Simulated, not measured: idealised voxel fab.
The following process module bears the name voxel self aligned contacts.
In the cross-section labelled cut, the width is 205 nm and each square cell is 5 nm.
For the purposes of this document, a cross-section shall be understood as a grid of square cells, specified as bands listed in top-to-bottom order, each band consisting of one or more rows of cells. First you get the band's top height and its bottom height, in nm, and then the materials it's made of, left to right, with each width in nm. If you see a single material with "edge to edge", that one covers the band edge to edge. "blank" is empty space. All heights in this document are referenced to 0, defined as the level beneath which the wafer, as received, consists entirely of one material. The lowest band is not bounded below; it extends indefinitely downward and is written in the form "0 -> down". The width entry "30 to 40" should be interpreted row by row: the top row of cells in the band takes the first number, the bottom row takes the second number, and the change between adjacent rows is uniform throughout. The designation "remains unaltered", where it is given for a processing step, indicates that no cell of the cross-section was altered in the course of that step. Entry "Entrapped void list" = empty spaces >= 8 cells with no open way to the top; each as width x height at distance, distance from left edge, all nm. Text after the settings on a step's line: the simulator's own remark on that step. overlay nm, on a step with a mask: how far to the right of its planned place the mask lay; to the left if negative.

THE PLANNED PROCESS STEPS ARE ENUMERATED HEREUNDER
1 RECEIVE (material Si)
2 CONFORMAL_DEP (material SiO2; thk nm 5)
3 DIRECTIONAL_DEP (material polySi; thk nm 20)
4 DIRECTIONAL_DEP (material SiN; thk nm 20)
5 MASKED_ETCH (tone cover; mask id GATE; width nm 25; pitch nm 50; etch materials SiN; depth nm 20; overlay nm 0)
6 MASKED_ETCH (tone cover; mask id GATE; width nm 25; pitch nm 50; etch materials polySi; depth nm 20; overlay nm 0)
7 CONFORMAL_DEP (material SiN; thk nm 5)
8 DIRECTIONAL_ETCH (etch materials SiN; depth nm 5)
9 FILL_DEP (material SiO2; thk nm 15)
10 CMP (height nm 50)
11 PATTERN (tone open; mask id CONTACT; material resist; width nm 35; pitch nm 50; thk nm 15; overlay nm 0)
12 DIRECTIONAL_ETCH (etch materials SiO2; depth nm 50)
13 STRIP (etch materials resist)
14 CONFORMAL_DEP (material TiN; thk nm 5)
15 FILL_DEP (material W; thk nm 10)
16 CMP (height nm 50)
17 CONFORMAL_DEP (material SiCN; thk nm 5)

STEP 1 COMPLETE: CROSS-SECTION OF THE WAFER AS RECEIVED
- 0 -> down | Si edge to edge
- Entrapped void list: none

A WAFER AT THE END: THIS START, THIS PLAN, ONE MISTAKE
- 55 -> 50 | SiCN edge to edge
- 50 -> 45 | 60 of SiO2  15 of TiN  5 of W  15 of TiN  15 of SiO2  15 of TiN  5 of W  15 of TiN  60 of SiO2
- 45 -> 35 | 35 of SiO2  35 of SiN  5 of TiN  5 of W  5 of TiN  35 of SiN  5 of TiN  5 of W  5 of TiN  35 of SiN  35 of SiO2
- 35 -> 30 | 35 of SiO2  35 of SiN  15 of TiN  35 of SiN  15 of TiN  35 of SiN  35 of SiO2
- 30 -> 25 | SiN edge to edge
- 25 -> 5 | polySi edge to edge
- 5 -> 0 | SiO2 edge to edge
- 0 -> down | Si edge to edge
- Entrapped void list: none
What was done differently from what was planned? step 5 changed vs plan, executed as MASKED_ETCH (tone cover; mask id GATE; width nm 25; pitch nm 50; etch materials SiN; depth nm 15; overlay nm 0)
